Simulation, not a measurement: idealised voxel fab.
Presented below is a process module, voxel self aligned contacts.
FYI the section here is cut, 195 nm wide, cells are 5 nm squares.
Cross-section spec: square-cell grid; bands listed top down; each band is one or more rows.
Top, bottom (nm), then materials left to right with widths (nm); lone material tagged "full width" fills the whole band edge to edge; "blank" = empty space.
Heights are expressed relative to 0, this being the level below which the as-received wafer comprises one material exclusively. The lowest band is unbounded in the downward direction and is denoted as in "0..down".
Width spec "30->40" -> top row of cells at first value, bottom row at second value, equal per-row change in between.
Basically "everything unchanged" means that step didn't change any cell in the cross-section.
What "closed voids" gives you is every empty space of 8 cells or more that is cut off from the top. Each appears as width x height at distance, with the distance taken from the left edge and width, height and distance all in nm.
Where a step's line continues beyond its settings, the continuation is a remark by the simulator itself on that step.
overlay nm, on a step with a mask: how far to the right of its planned place the mask lay; to the left if negative
### Process steps foreseen in the plan
| 1 | op RECEIVE | material Si |
| 2 | op OXIDIZE | depth nm 5 |
| 3 | op DIRECTIONAL_DEP | material polySi | thk nm 30 |
| 4 | op DIRECTIONAL_DEP | material SiN | thk nm 25 |
| 5 | op PATTERN | tone cover | mask id GATE | material resist | width nm 30 | pitch nm 75 | thk nm 15 | overlay nm 0 |
| 6 | op DIRECTIONAL_ETCH | etch materials SiN | depth nm 25 |
| 7 | op DIRECTIONAL_ETCH | etch materials polySi | depth nm 30 |
| 8 | op STRIP | etch materials resist |
| 9 | op CONFORMAL_DEP | material SiN | thk nm 10 |
| 10 | op DIRECTIONAL_ETCH | etch materials SiN | depth nm 10 |
| 11 | op FILL_DEP | material SiO2 | thk nm 20 |
| 12 | op CMP | height nm 65 |
| 13 | op MASKED_ETCH | tone open | mask id CONTACT | width nm 55 | etch materials SiO2 | depth nm 70 | overlay nm 0 |
| 14 | op CONFORMAL_DEP | material TiN | thk nm 5 |
| 15 | op FILL_DEP | material W | thk nm 5 |
| 16 | op CMP | height nm 65 |
| 17 | op CONFORMAL_DEP | material SiCN | thk nm 5 |
### First of two wafers, processed according to plan
### As received (post step 1): cross-section
	0..down = Si full width
	closed voids: none
### Cross-section of the wafer subsequent to step 2
	0..-5 = SiO2 full width
	Lower than -5, everything is as it was.
### Cross-section of the wafer subsequent to step 3
	30..0 = polySi full width
	Lower than 0, everything is as it was.
### Cross-section of the wafer subsequent to step 4
	55..30 = SiN full width
	Lower than 30, everything is as it was.
### Cross-section of the wafer subsequent to step 5
	70..55 = blank 45, then resist 30, then blank 45, then resist 30, then blank 45
	Lower than 55, everything is as it was.
### Cross-section of the wafer subsequent to step 6
	70..55 = blank 45, then resist 30, then blank 45, then resist 30, then blank 45
	55..30 = blank 45, then SiN 30, then blank 45, then SiN 30, then blank 45
	Lower than 30, everything is as it was.
### Cross-section of the wafer subsequent to step 7
	70..55 = blank 45, then resist 30, then blank 45, then resist 30, then blank 45
	55..30 = blank 45, then SiN 30, then blank 45, then SiN 30, then blank 45
	30..0 = blank 45, then polySi 30, then blank 45, then polySi 30, then blank 45
	Lower than 0, everything is as it was.
### Cross-section of the wafer subsequent to step 8
	55..30 = blank 45, then SiN 30, then blank 45, then SiN 30, then blank 45
	Lower than 30, everything is as it was.
### Cross-section of the wafer subsequent to step 9
	65..30 = blank 35, then SiN 50, then blank 25, then SiN 50, then blank 35
	30..10 = blank 35, then SiN 10, then polySi 30, then SiN 10, then blank 25, then SiN 10, then polySi 30, then SiN 10, then blank 35
	10..0 = SiN 45, then polySi 30, then SiN 45, then polySi 30, then SiN 45
	Lower than 0, everything is as it was.
### Cross-section of the wafer subsequent to step 10
	55..30 = blank 35, then SiN 50, then blank 25, then SiN 50, then blank 35
	30..0 = blank 35, then SiN 10, then polySi 30, then SiN 10, then blank 25, then SiN 10, then polySi 30, then SiN 10, then blank 35
	Lower than 0, everything is as it was.
### Cross-section of the wafer subsequent to step 11
	75..55 = SiO2 full width
	55..30 = SiO2 35, then SiN 50, then SiO2 25, then SiN 50, then SiO2 35
	30..0 = SiO2 35, then SiN 10, then polySi 30, then SiN 10, then SiO2 25, then SiN 10, then polySi 30, then SiN 10, then SiO2 35
	Lower than 0, everything is as it was.
### Cross-section of the wafer subsequent to step 12
	65..55 = SiO2 full width
	Lower than 55, everything is as it was.
### Cross-section of the wafer subsequent to step 13
	65..55 = SiO2 70, then blank 55, then SiO2 70
	55..30 = SiO2 35, then SiN 50, then blank 25, then SiN 50, then SiO2 35
	30..0 = SiO2 35, then SiN 10, then polySi 30, then SiN 10, then blank 25, then SiN 10, then polySi 30, then SiN 10, then SiO2 35
	0..-5 = SiO2 85, then blank 25, then SiO2 85
	Lower than -5, everything is as it was.
### Cross-section of the wafer subsequent to step 14
	70..65 = TiN 75, then blank 45, then TiN 75
	65..55 = SiO2 70, then TiN 5->20, then blank 45->15, then TiN 5->20, then SiO2 70
	55..30 = SiO2 35, then SiN 50, then TiN 5, then blank 15, then TiN 5, then SiN 50, then SiO2 35
	30..0 = SiO2 35, then SiN 10, then polySi 30, then SiN 10, then TiN 5, then blank 15, then TiN 5, then SiN 10, then polySi 30, then SiN 10, then SiO2 35
	0..-5 = SiO2 85, then TiN 25, then SiO2 85
	Lower than -5, everything is as it was.
### Cross-section of the wafer subsequent to step 15
	75..70 = W full width
	70..65 = TiN 75, then W 45, then TiN 75
	65..55 = SiO2 70, then TiN 5->20, then W 45->15, then TiN 5->20, then SiO2 70
	55..30 = SiO2 35, then SiN 50, then TiN 5, then W 15, then TiN 5, then SiN 50, then SiO2 35
	30..0 = SiO2 35, then SiN 10, then polySi 30, then SiN 10, then TiN 5, then W 15, then TiN 5, then SiN 10, then polySi 30, then SiN 10, then SiO2 35
	Lower than 0, everything is as it was.
### Cross-section of the wafer subsequent to step 16
	65..55 = SiO2 70, then TiN 5->20, then W 45->15, then TiN 5->20, then SiO2 70
	Lower than 55, everything is as it was.
### Cross-section of the wafer subsequent to step 17
	70..65 = SiCN full width
	Lower than 65, everything is as it was.
### The Second Wafer: Common Origin and Plan, One Mistake in Execution, Identical to the First Through Step 9
### Here is the second wafer in cross-section at the point where step 10 of the plan should have been done
	60..30 = blank 35, then SiN 50, then blank 25, then SiN 50, then blank 35
	30..5 = blank 35, then SiN 10, then polySi 30, then SiN 10, then blank 25, then SiN 10, then polySi 30, then SiN 10, then blank 35
	Lower than 5, everything is as it was.
### Here is the second wafer in cross-section at the point where step 11 of the plan should have been done
	80..60 = SiO2 full width
	60..30 = SiO2 35, then SiN 50, then SiO2 25, then SiN 50, then SiO2 35
	30..5 = SiO2 35, then SiN 10, then polySi 30, then SiN 10, then SiO2 25, then SiN 10, then polySi 30, then SiN 10, then SiO2 35
	Lower than 5, everything is as it was.
### Here is the second wafer in cross-section at the point where step 12 of the plan should have been done
	65..60 = SiO2 full width
	Lower than 60, everything is as it was.
### Here is the second wafer in cross-section at the point where step 13 of the plan should have been done
	65..60 = SiO2 70, then blank 55, then SiO2 70
	60..30 = SiO2 35, then SiN 50, then blank 25, then SiN 50, then SiO2 35
	30..5 = SiO2 35, then SiN 10, then polySi 30, then SiN 10, then blank 25, then SiN 10, then polySi 30, then SiN 10, then SiO2 35
	Lower than 5, everything is as it was.
### Here is the second wafer in cross-section at the point where step 14 of the plan should have been done
	70..65 = TiN 75, then blank 45, then TiN 75
	65..60 = SiO2 70, then TiN 20, then blank 15, then TiN 20, then SiO2 70
	60..30 = SiO2 35, then SiN 50, then TiN 5, then blank 15, then TiN 5, then SiN 50, then SiO2 35
	30..10 = SiO2 35, then SiN 10, then polySi 30, then SiN 10, then TiN 5, then blank 15, then TiN 5, then SiN 10, then polySi 30, then SiN 10, then SiO2 35
	10..5 = SiO2 35, then SiN 10, then polySi 30, then SiN 10, then TiN 25, then SiN 10, then polySi 30, then SiN 10, then SiO2 35
	Lower than 5, everything is as it was.
### Here is the second wafer in cross-section at the point where step 15 of the plan should have been done
	75..70 = W full width
	70..65 = TiN 75, then W 45, then TiN 75
	65..60 = SiO2 70, then TiN 20, then W 15, then TiN 20, then SiO2 70
	60..30 = SiO2 35, then SiN 50, then TiN 5, then W 15, then TiN 5, then SiN 50, then SiO2 35
	30..10 = SiO2 35, then SiN 10, then polySi 30, then SiN 10, then TiN 5, then W 15, then TiN 5, then SiN 10, then polySi 30, then SiN 10, then SiO2 35
	Lower than 10, everything is as it was.
### Here is the second wafer in cross-section at the point where step 16 of the plan should have been done
	65..60 = SiO2 70, then TiN 20, then W 15, then TiN 20, then SiO2 70
	Lower than 60, everything is as it was.
### Here is the second wafer in cross-section at the point where step 17 of the plan should have been done
	70..65 = SiCN full width
	Lower than 65, everything is as it was.
Plan not followed: step 10 off recipe, ran as op DIRECTIONAL_ETCH | etch materials SiN | depth nm 5
Wafer comparison, final, in cells, second relative to first, materials more or fewer: SiN: 39 more, SiO2: 23 fewer, TiN: 4 fewer, W: 12 fewer
